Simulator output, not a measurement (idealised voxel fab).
Herein follows the process module entitled voxel trench capacitor.
The cross-section shown here is cut; it is 260 nm wide and divided into square cells measuring 5 nm on a side.
Square cells in a grid make up a cross-section in this document, and the grid is given as bands, listed from the top down, each one or more rows of cells. In this notation a band is specified by the heights of its top and bottom, in that order and in nm, after which its materials appear from left to right, each paired with its width in nm. The word "full width" attached to a single material means that material fills the band from edge to edge; the word "empty" stands for empty space. The reference from which all heights are counted is 0, the level beneath which the as-received wafer is entirely one material; the lowest band, having no lower bound, proceeds downward and is written after the example "0..down". The notation "30..40" denotes a width that varies across the rows of cells in the band, beginning at the first number in the top row, finishing at the second number in the bottom row, and changing by an identical amount from each row to the next. What does "no change" mean for a step? It means no cell of the cross-section changed in that step. The entry "Trapped voids" lists the empty spaces that cover at least 8 cells and have no open path to the top. Each is written as width x height at distance, where the distance is measured from the left edge and all three values are in nm. Where a step's line continues beyond its settings, the continuation is a remark by the simulator itself on that step. "overlay nm" answers the question of how far to the right of plan the mask lay on a step that has a mask, and when it is negative the answer is to the left.

[So here's the lineup of process steps we planned]
1 op RECEIVE | material Si
2 op CONFORMAL_DEP | material SiN | thk nm 5
3 op DIRECTIONAL_DEP | material aC | thk nm 15
4 op PATTERN | tone open | mask id TRENCH | material resist | width nm 15 | pitch nm 40 | thk nm 35 | overlay nm 0
5 op DIRECTIONAL_ETCH | etch materials aC | depth nm 15
6 op STRIP | etch materials resist
7 op DIRECTIONAL_ETCH | etch materials SiN | depth nm 5
8 op DIRECTIONAL_ETCH | etch materials Si | depth nm 40
9 op STRIP | etch materials aC
10 op CONFORMAL_DEP | material Al2O3 | thk nm 5
11 op FILL_DEP | material polySi | thk nm 5
12 op CMP | height nm 5

[Step 1 complete: cross-section of the wafer as received]
* 0..down | Si full width
* Trapped voids: none

[The plan above was carried out on the starting structure above with one mistake, and this cross-section shows the wafer at the end of the module]
* 5..0 | SiN (80), Al2O3 (5), aC (5), Al2O3 (5), SiN (25), Al2O3 (5), aC (5), Al2O3 (5), SiN (25), Al2O3 (5), aC (5), Al2O3 (5), SiN (85)
* 0..-35 | Si (80), Al2O3 (5), aC (5), Al2O3 (5), Si (25), Al2O3 (5), aC (5), Al2O3 (5), Si (25), Al2O3 (5), aC (5), Al2O3 (5), Si (85)
* -35..-40 | Si (80), Al2O3 (15), Si (25), Al2O3 (15), Si (25), Al2O3 (15), Si (85)
* -40..down | Si full width
* Trapped voids: none
Heads up, the wafer didn't run the way we planned it: step 11 ran as: op FILL_DEP | material aC | thk nm 5
